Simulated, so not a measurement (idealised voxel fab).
Proc. module: voxel air gaps
The cross-section on display is named cut; it measures 175 nm wide, and its cells are 5 nm squares.
A cross-section in this document is a grid of square cells, and it is written down as bands, the top band listed before the ones below it; a band is made up of one or more rows of cells.
Per band: top height and bottom height in nm, followed by the left-to-right materials and their widths in nm; "full width" marks a single material spanning edge to edge, "blank" marks empty space.
Height datum 0, below which the as-received substrate wafer is one material. Lowest band open at the bottom, running downward: "0 nm and below".
You'd read "30 to 40" like this: the band's top row of cells is as wide as the first number, its bottom row is as wide as the second, and going down, every row changes width by the same amount as the row before did.
Basically "no alterations made" means that step didn't change any cell in the cross-section.
For the entry "Voids, sealed", the listed items are empty spaces with no open way to the top whose size is 8 cells or more; each item follows the pattern width x height at distance, where distance is from the left edge and all three are in nm.
Note: text after step settings on the step line = simulator remark on that step.
overlay nm: mask right of planned place by this much (step with mask). Neg. = left.

**This section lists the process steps that were planned**
1. RECEIVE, material Si
2. CONFORMAL_DEP, material SiO2, thk nm 15
3. CONFORMAL_DEP, material SiCN, thk nm 5
4. DIRECTIONAL_DEP, material SiO2, thk nm 30
5. DIRECTIONAL_DEP, material aC, thk nm 15
6. PATTERN, tone open, mask id LINES, material resist, width nm 15, pitch nm 50, thk nm 35, overlay nm 0
7. DIRECTIONAL_ETCH, etch materials aC, depth nm 15
8. STRIP, etch materials resist
9. DIRECTIONAL_ETCH, etch materials SiO2, depth nm 30
10. STRIP, etch materials aC
11. CONFORMAL_DEP, material TiN, thk nm 5
12. FILL_DEP, material Cu, thk nm 10
13. CMP, height nm 50
14. EPI, material Ru, thk nm 10
15. SELECTIVE_ETCH, etch materials SiO2, depth nm 40
16. CONFORMAL_DEP, material SiCN, thk nm 5
Split variable: width nm, step 6. Plan value = first wafer. Wafers start alike.

**Received wafers, first of several: cross-section after step 1**
- 0 nm and below  Si full width
- Voids, sealed: none

**Here is the cross-section of the first of several wafers at the end of the module, after its last step, step 16**
- 65 nm to 60 nm  blank 15 nm, SiCN 45 nm, blank 5 nm, SiCN 45 nm, blank 5 nm, SiCN 45 nm, blank 15 nm
- 60 nm to 50 nm  blank 15 nm, SiCN 5 nm, Ru 35 nm, SiCN 5 nm, blank 5 nm, SiCN 5 nm, Ru 35 nm, SiCN 5 nm, blank 5 nm, SiCN 5 nm, Ru 35 nm, SiCN 5 nm, blank 15 nm
- 50 nm to 45 nm  blank 15 nm, SiCN 15 nm, TiN 5 nm, Cu 5 nm, TiN 5 nm, SiCN 15 nm, blank 5 nm, SiCN 15 nm, TiN 5 nm, Cu 5 nm, TiN 5 nm, SiCN 15 nm, blank 5 nm, SiCN 15 nm, TiN 5 nm, Cu 5 nm, TiN 5 nm, SiCN 15 nm, blank 15 nm
- 45 nm to 25 nm  blank 25 nm, SiCN 5 nm, TiN 5 nm, Cu 5 nm, TiN 5 nm, SiCN 5 nm, blank 25 nm, SiCN 5 nm, TiN 5 nm, Cu 5 nm, TiN 5 nm, SiCN 5 nm, blank 25 nm, SiCN 5 nm, TiN 5 nm, Cu 5 nm, TiN 5 nm, SiCN 5 nm, blank 25 nm
- 25 nm to 20 nm  SiCN 30 nm, TiN 15 nm, SiCN 35 nm, TiN 15 nm, SiCN 35 nm, TiN 15 nm, SiCN 30 nm
- 20 nm to 15 nm  SiCN full width
- 15 nm to 0 nm  SiO2 full width
- 0 nm and below  Si full width
- Voids, sealed: none

**Cross-section at module completion, last wafer**
- 65 nm to 60 nm  blank 5 nm, SiCN 165 nm, blank 5 nm
- 60 nm to 50 nm  blank 5 nm, SiCN 5 nm, Ru 155 nm, SiCN 5 nm, blank 5 nm
- 50 nm to 45 nm  blank 5 nm, SiCN 15 nm, TiN 5 nm, Cu 25 nm, TiN 5 nm, SiO2 15 nm, TiN 5 nm, Cu 25 nm, TiN 5 nm, SiO2 15 nm, TiN 5 nm, Cu 25 nm, TiN 5 nm, SiCN 15 nm, blank 5 nm
- 45 nm to 25 nm  blank 15 nm, SiCN 5 nm, TiN 5 nm, Cu 25 nm, TiN 5 nm, SiO2 15 nm, TiN 5 nm, Cu 25 nm, TiN 5 nm, SiO2 15 nm, TiN 5 nm, Cu 25 nm, TiN 5 nm, SiCN 5 nm, blank 15 nm
- 25 nm to 20 nm  SiCN 20 nm, TiN 35 nm, SiO2 15 nm, TiN 35 nm, SiO2 15 nm, TiN 35 nm, SiCN 20 nm
- 20 nm to 15 nm  SiCN full width
- 15 nm to 0 nm  SiO2 full width
- 0 nm and below  Si full width
- Voids, sealed: none

**each wafer at the end: cells of each material gained (+) or lost (-) since it was received, then its closed voids**
width nm 15 | +15 Cu | +42 Ru | +142 SiCN | +105 SiO2 | +39 TiN | Voids, sealed: none
width nm 20 | +30 Cu | +48 Ru | +142 SiCN | +105 SiO2 | +42 TiN | Voids, sealed: 20 x 20 at 55; 20 x 20 at 105
width nm 25 | +45 Cu | +54 Ru | +134 SiCN | +105 SiO2 | +45 TiN | Voids, sealed: 15 x 20 at 55; 15 x 20 at 105
width nm 30 | +60 Cu | +60 Ru | +94 SiCN | +153 SiO2 | +48 TiN | Voids, sealed: none
width nm 35 | +75 Cu | +62 Ru | +94 SiCN | +141 SiO2 | +51 TiN | Voids, sealed: none
